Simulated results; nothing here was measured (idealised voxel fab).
The process module that follows is named voxel self aligned vias.
Displayed cross-section: cut, width of 275 nm, square cells sized 5 nm.
Square cells in a grid make up a cross-section in this document, and the grid is given as bands, listed from the top down, each one or more rows of cells. Heads up on the band format: heights come first, top then bottom, in nm. After that it's the materials left to right, each with its width in nm. A single material flagged "everywhere" fills the whole band edge to edge, and "air" means there's empty space there. Heads up on the height convention: 0 is the point under which the incoming wafer is all one material, and the lowest band has no bottom, it just keeps going down, like "0..down". A width such as "30 to 40" changes by the same amount from each row of cells to the next, from the band's top row to its bottom row. When a step is marked "changes: none", none of the cells in the cross-section changed during that step. In "Entrapped void list" the enclosed voids are listed, meaning empty spaces of 8 cells or larger without any opening to the top. The form is width x height at distance, distance from the left edge, units nm. Text after the settings on a step's line: the simulator's own remark on that step. For masked steps, "overlay nm" on the step line gives how far right of plan the mask actually lay; a minus sign means it lay to the left.

# The process steps that were planned are listed below
1: RECEIVE (material Si)
2: CONFORMAL_DEP (material SiO2; thk nm 15)
3: CONFORMAL_DEP (material SiCN; thk nm 5)
4: DIRECTIONAL_DEP (material SiO2; thk nm 20)
5: PATTERN (tone open; mask id LINES; material resist; width nm 20; pitch nm 70; thk nm 15; overlay nm 0)
6: DIRECTIONAL_ETCH (etch materials SiO2; depth nm 20)
7: STRIP (etch materials resist)
8: CONFORMAL_DEP (material TiN; thk nm 5)
9: FILL_DEP (material W; thk nm 5)
10: CMP (height nm 40)
11: SELECTIVE_ETCH (etch materials W Ru TiN; depth nm 5)
12: FILL_DEP (material SiN; thk nm 5)
13: CMP (height nm 40)
14: DIRECTIONAL_DEP (material SiO2; thk nm 15)
15: PATTERN (tone open; mask id VIAS; material resist; width nm 40; pitch nm 140; thk nm 15; overlay nm 0)
16: DIRECTIONAL_ETCH (etch materials SiO2; depth nm 15)
17: DIRECTIONAL_ETCH (etch materials SiN; depth nm 5)
18: STRIP (etch materials resist)
19: CONFORMAL_DEP (material TiN; thk nm 5)
20: FILL_DEP (material Cu; thk nm 10)
21: CMP (height nm 55)
22: CONFORMAL_DEP (material SiN; thk nm 5)

# Delivered wafer in cross-section: state after step 1
* 0..down  Si everywhere
* Entrapped void list: none

# One mistake in running the module, otherwise start and plan as above: cross-section at the end
* 60..55  SiN everywhere
* 55..45  SiO2=45 / TiN=5 / Cu=30 / TiN=5 / SiO2=100 / TiN=5 / Cu=30 / TiN=5 / SiO2=50
* 45..40  SiO2=45 / TiN=15 / Cu=10 / TiN=15 / SiO2=100 / TiN=15 / Cu=10 / TiN=15 / SiO2=50
* 40..35  SiO2=55 / TiN=20 / SiO2=50 / SiN=20 / SiO2=50 / TiN=20 / SiO2=60
* 35..25  SiO2=55 / TiN=5 / W=10 / TiN=5 / SiO2=50 / TiN=5 / W=10 / TiN=5 / SiO2=50 / TiN=5 / W=10 / TiN=5 / SiO2=60
* 25..20  SiO2=55 / TiN=20 / SiO2=50 / TiN=20 / SiO2=50 / TiN=20 / SiO2=60
* 20..5  SiO2 everywhere
* 5..0  SiCN everywhere
* 0..down  Si everywhere
* Entrapped void list: none
Nonconformance to the process plan: sequence error: steps 2 and 3 interchanged
